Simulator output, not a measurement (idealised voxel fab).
process module | voxel transistor to metal
cross-section cut | 215 nm wide | cells 5 nm
A cross-section is a grid of square cells, given in bands from the top down. A band is one or more rows of cells.
Each band's line starts with the height of the band's top and of its bottom, in nm. Then come its materials from left to right, each with its width in nm. One material with "throughout" fills the band from edge to edge. "air" is empty space.
Height 0 is the level under which the wafer as received is all one material. The lowest band goes on downwards, as in "0 down".
A width such as "30 to 40" changes by the same amount from each row of cells to the next, from the band's top row to its bottom row.
"no change" after a step means that no cell of the cross-section changed.
closed voids: empty space of 8 cells or more with no open way to the top, each as width x height at its distance from the left edge, in nm
after a step's settings: what the simulator itself notes on the step
overlay nm, on a step with a mask: how far to the right of its planned place the mask lay; to the left if negative
Each pair below shows a cross-section before one step and the cross-section after it, down to the lowest band that changed. The line under each pair gives the step between them, with its settings. The pairs can come from different runs of this module on the same starting wafer, so a pair continues from the pair above only where its "before" says so.
before
  25 to 15: SiO2 throughout
  15 to 10: SiO2 80 | SiN 5 | HfO2 5 | TiN 5 | W 20 | TiN 5 | HfO2 5 | SiN 5 | SiO2 85
  10 to 0: SiO2 60 | SiGe 20 | SiN 5 | HfO2 5 | TiN 5 | W 20 | TiN 5 | HfO2 5 | SiN 5 | SiGe 20 | SiO2 65
  0 to -5: SiO2 60 | SiGe 20 | SiN 5 | HfO2 5 | TiN 30 | HfO2 5 | SiN 5 | SiGe 20 | SiO2 65
  -5 to -10: SiO2 50 | SiGe 30 | SiO2 5 | HfO2 40 | SiO2 5 | SiGe 30 | SiO2 55
  -10 to -25: SiO2 55 | SiGe 25 | Si 50 | SiGe 25 | SiO2 60
  -25 to -45: SiO2 55 | Si 100 | SiO2 60
  -45 down: Si throughout
  closed voids: none
after
  40 to 25: air 60 | resist 15 | air 60 | resist 15 | air 65
  below 25: unchanged
  closed voids: none
the step between: op PATTERN | tone cover | mask id CONTACT | material resist | width nm 15 | pitch nm 75 | thk nm 15 | overlay nm 0
before: the cross-section after the pair above
after
  40 to 25: air 60 | resist 15 | air 60 | resist 15 | air 65
  25 to 15: air 60 | SiO2 15 | air 60 | SiO2 15 | air 65
  15 to 10: air 60 | SiO2 15 | air 5 | SiN 5 | HfO2 5 | TiN 5 | W 20 | TiN 5 | HfO2 5 | SiN 5 | air 5 | SiO2 15 | air 65
  below 10: unchanged
  closed voids: none
the step between: op DIRECTIONAL_ETCH | etch materials SiO2 | depth nm 15
before: the cross-section after the pair above
after
  25 to 15: air 60 | SiO2 15 | air 60 | SiO2 15 | air 65
  below 15: unchanged
  closed voids: none
the step between: op STRIP | etch materials resist
before: the cross-section after the pair above
after
  30 to 25: air 55 | TiN 25 | air 50 | TiN 25 | air 60
  25 to 20: air 55 | TiN 5 | SiO2 15 | TiN 5 | air 50 | TiN 5 | SiO2 15 | TiN 5 | air 60
  20 to 15: air 55 | TiN 5 | SiO2 15 | TiN 60 | SiO2 15 | TiN 5 | air 60
  15 to 10: TiN 60 | SiO2 15 | TiN 5 | SiN 5 | HfO2 5 | TiN 5 | W 20 | TiN 5 | HfO2 5 | SiN 5 | TiN 5 | SiO2 15 | TiN 65
  below 10: unchanged
  closed voids: none
the step between: op CONFORMAL_DEP | material TiN | thk nm 5
before: the cross-section after the pair above
after
  40 to 30: W throughout
  30 to 25: W 55 | TiN 25 | W 50 | TiN 25 | W 60
  25 to 20: W 55 | TiN 5 | SiO2 15 | TiN 5 | W 50 | TiN 5 | SiO2 15 | TiN 5 | W 60
  20 to 15: W 55 | TiN 5 | SiO2 15 | TiN 60 | SiO2 15 | TiN 5 | W 60
  below 15: unchanged
  closed voids: none
the step between: op FILL_DEP | material W | thk nm 10
before: the cross-section after the pair above
after
  25 to 20: W 55 | TiN 5 | SiO2 15 | TiN 5 | W 50 | TiN 5 | SiO2 15 | TiN 5 | W 60
  below 20: unchanged
  closed voids: none
the step between: op CMP | height nm 25
before: the cross-section after the pair above
after
  30 to 25: SiCN throughout
  below 25: unchanged
  closed voids: none
the step between: op CONFORMAL_DEP | material SiCN | thk nm 5
before: the cross-section after the pair above
after
  55 to 30: lowk throughout
  below 30: unchanged
  closed voids: none
the step between: op DIRECTIONAL_DEP | material lowk | thk nm 25
before: the cross-section after the pair above
after
  55 to 30: lowk 60 | air 15 | lowk 60 | air 15 | lowk 65
  below 30: unchanged
  closed voids: none
the step between: op MASKED_ETCH | tone open | mask id METAL_1 | width nm 15 | pitch nm 75 | etch materials lowk | depth nm 25 | overlay nm 0
before: the cross-section after the pair above
after
  55 to 30: lowk 60 | air 15 | lowk 60 | air 15 | lowk 65
  30 to 25: SiCN 60 | air 15 | SiCN 60 | air 15 | SiCN 65
  below 25: unchanged
  closed voids: none
the step between: op MASKED_ETCH | tone open | mask id METAL_1 | width nm 15 | pitch nm 75 | etch materials SiCN | depth nm 5 | overlay nm 0
before: the cross-section after the pair above
after
  60 to 55: TiN 65 | air 5 | TiN 70 | air 5 | TiN 70
  55 to 30: lowk 60 | TiN 5 | air 5 | TiN 5 | lowk 60 | TiN 5 | air 5 | TiN 5 | lowk 65
  30 to 25: SiCN 60 | TiN 15 | SiCN 60 | TiN 15 | SiCN 65
  below 25: unchanged
  closed voids: none
the step between: op CONFORMAL_DEP | material TiN | thk nm 5
before: the cross-section after the pair above
after
  70 to 60: W throughout
  60 to 55: TiN 65 | W 5 | TiN 70 | W 5 | TiN 70
  55 to 30: lowk 60 | TiN 5 | W 5 | TiN 5 | lowk 60 | TiN 5 | W 5 | TiN 5 | lowk 65
  below 30: unchanged
  closed voids: none
the step between: op FILL_DEP | material W | thk nm 10
before: the cross-section after the pair above
after
  55 to 30: lowk 60 | TiN 5 | W 5 | TiN 5 | lowk 60 | TiN 5 | W 5 | TiN 5 | lowk 65
  below 30: unchanged
  closed voids: none
the step between: op CMP | height nm 55
before: the cross-section after the pair above
after
  60 to 55: SiCN throughout
  below 55: unchanged
  closed voids: none
the step between: op CONFORMAL_DEP | material SiCN | thk nm 5
